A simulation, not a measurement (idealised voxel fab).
process module | voxel ribs on slabs
cross-section cut | 240 nm wide | cells 5 nm
A cross-section is a grid of square cells, given in bands from the top down. A band is one or more rows of cells.
Each band's line starts with the height of the band's top and of its bottom, in nm. Then come its materials from left to right, each with its width in nm. One material with "throughout" fills the band from edge to edge. "air" is empty space.
Height 0 is the level under which the wafer as received is all one material. The lowest band goes on downwards, as in "0 down".
A width such as "30 to 40" changes by the same amount from each row of cells to the next, from the band's top row to its bottom row.
"no change" after a step means that no cell of the cross-section changed.
closed voids: empty space of 8 cells or more with no open way to the top, each as width x height at its distance from the left edge, in nm
after a step's settings: what the simulator itself notes on the step
overlay nm, on a step with a mask: how far to the right of its planned place the mask lay; to the left if negative
plan
1 op RECEIVE | material Si
2 op DIRECTIONAL_DEP | material SiO2 | thk nm 30
3 op DIRECTIONAL_DEP | material SiN | thk nm 25
4 op DIRECTIONAL_DEP | material aC | thk nm 10
5 op PATTERN | tone cover | mask id RIB | material resist | width nm 25 | thk nm 25 | overlay nm 0
6 op DIRECTIONAL_ETCH | etch materials aC | depth nm 10
7 op STRIP | etch materials resist
8 op DIRECTIONAL_ETCH | etch materials SiN | depth nm 10
9 op STRIP | etch materials aC
10 op PATTERN | tone cover | mask id SLAB | material resist | width nm 85 | thk nm 20 | overlay nm 0
11 op DIRECTIONAL_ETCH | etch materials SiN | depth nm 15
12 op STRIP | etch materials resist
13 op FILL_DEP | material SiO2 | thk nm 30
14 op CMP | height nm 75
15 op DIRECTIONAL_DEP | material W | thk nm 10
16 op DIRECTIONAL_DEP | material aC | thk nm 15
17 op PATTERN | tone cover | mask id HEATER | material resist | width nm 35 | thk nm 35 | overlay nm 0
18 op DIRECTIONAL_ETCH | etch materials aC | depth nm 15
19 op STRIP | etch materials resist
20 op DIRECTIONAL_ETCH | etch materials W | depth nm 10
21 op STRIP | etch materials aC
22 op CONFORMAL_DEP | material SiN | thk nm 10
first wafer, as planned
as received, after step 1
  0 down: Si throughout
  closed voids: none
after step 2
  30 to 0: SiO2 throughout
  below 0: unchanged
after step 3
  55 to 30: SiN throughout
  below 30: unchanged
after step 4
  65 to 55: aC throughout
  below 55: unchanged
after step 5
  90 to 65: air 105 | resist 25 | air 110
  below 65: unchanged
after step 6
  80 to 65: air 105 | resist 25 | air 110
  65 to 55: air 105 | aC 25 | air 110
  below 55: unchanged
after step 7
  65 to 55: air 105 | aC 25 | air 110
  below 55: unchanged
after step 8
  65 to 55: air 105 | aC 25 | air 110
  55 to 45: air 105 | SiN 25 | air 110
  below 45: unchanged
after step 9
  55 to 45: air 105 | SiN 25 | air 110
  below 45: unchanged
after step 10
  75 to 55: air 75 | resist 85 | air 80
  55 to 45: air 75 | resist 30 | SiN 25 | resist 30 | air 80
  below 45: unchanged
after step 11
  75 to 55: air 75 | resist 85 | air 80
  55 to 45: air 75 | resist 30 | SiN 25 | resist 30 | air 80
  45 to 30: air 75 | SiN 85 | air 80
  below 30: unchanged
after step 12
  55 to 45: air 105 | SiN 25 | air 110
  below 45: unchanged
after step 13
  85 to 55: SiO2 throughout
  55 to 45: SiO2 105 | SiN 25 | SiO2 110
  45 to 30: SiO2 75 | SiN 85 | SiO2 80
  below 30: unchanged
after step 14
  75 to 55: SiO2 throughout
  below 55: unchanged
after step 15
  85 to 75: W throughout
  below 75: unchanged
after step 16
  100 to 85: aC throughout
  below 85: unchanged
after step 17
  135 to 100: air 100 | resist 35 | air 105
  below 100: unchanged
after step 18
  120 to 100: air 100 | resist 35 | air 105
  100 to 85: air 100 | aC 35 | air 105
  below 85: unchanged
after step 19
  100 to 85: air 100 | aC 35 | air 105
  below 85: unchanged
after step 20
  100 to 85: air 100 | aC 35 | air 105
  85 to 75: air 100 | W 35 | air 105
  below 75: unchanged
after step 21
  85 to 75: air 100 | W 35 | air 105
  below 75: unchanged
after step 22
  95 to 85: air 90 | SiN 55 | air 95
  85 to 75: SiN 100 | W 35 | SiN 105
  below 75: unchanged
second wafer: like start, like plan, one mistake. Through step 1 it matches the first wafer
when step 2 should have ended
  25 to 0: SiN throughout
  below 0: unchanged
when step 3 should have ended
  55 to 25: SiO2 throughout
  below 25: unchanged
when step 4 should have ended
  65 to 55: aC throughout
  below 55: unchanged
when step 5 should have ended
  90 to 65: air 105 | resist 25 | air 110
  below 65: unchanged
when step 6 should have ended
  80 to 65: air 105 | resist 25 | air 110
  65 to 55: air 105 | aC 25 | air 110
  below 55: unchanged
when step 7 should have ended
  65 to 55: air 105 | aC 25 | air 110
  below 55: unchanged
when step 8 should have ended: no change
when step 9 should have ended
  55 to 25: SiO2 throughout
  below 25: unchanged
when step 10 should have ended
  75 to 55: air 75 | resist 85 | air 80
  below 55: unchanged
when step 11 should have ended: no change
when step 12 should have ended
  55 to 25: SiO2 throughout
  below 25: unchanged
when step 13 should have ended
  85 to 25: SiO2 throughout
  below 25: unchanged
when step 14 should have ended
  75 to 25: SiO2 throughout
  below 25: unchanged
when step 15 should have ended
  85 to 75: W throughout
  below 75: unchanged
when step 16 should have ended
  100 to 85: aC throughout
  below 85: unchanged
when step 17 should have ended
  135 to 100: air 100 | resist 35 | air 105
  below 100: unchanged
when step 18 should have ended
  120 to 100: air 100 | resist 35 | air 105
  100 to 85: air 100 | aC 35 | air 105
  below 85: unchanged
when step 19 should have ended
  100 to 85: air 100 | aC 35 | air 105
  below 85: unchanged
when step 20 should have ended
  100 to 85: air 100 | aC 35 | air 105
  85 to 75: air 100 | W 35 | air 105
  below 75: unchanged
when step 21 should have ended
  85 to 75: air 100 | W 35 | air 105
  below 75: unchanged
when step 22 should have ended
  95 to 85: air 90 | SiN 55 | air 95
  85 to 75: SiN 100 | W 35 | SiN 105
  below 75: unchanged
what went wrong: steps 2 and 3 were swapped
at the end the second wafer has, in cells: 179 more of SiN | 179 fewer of SiO2
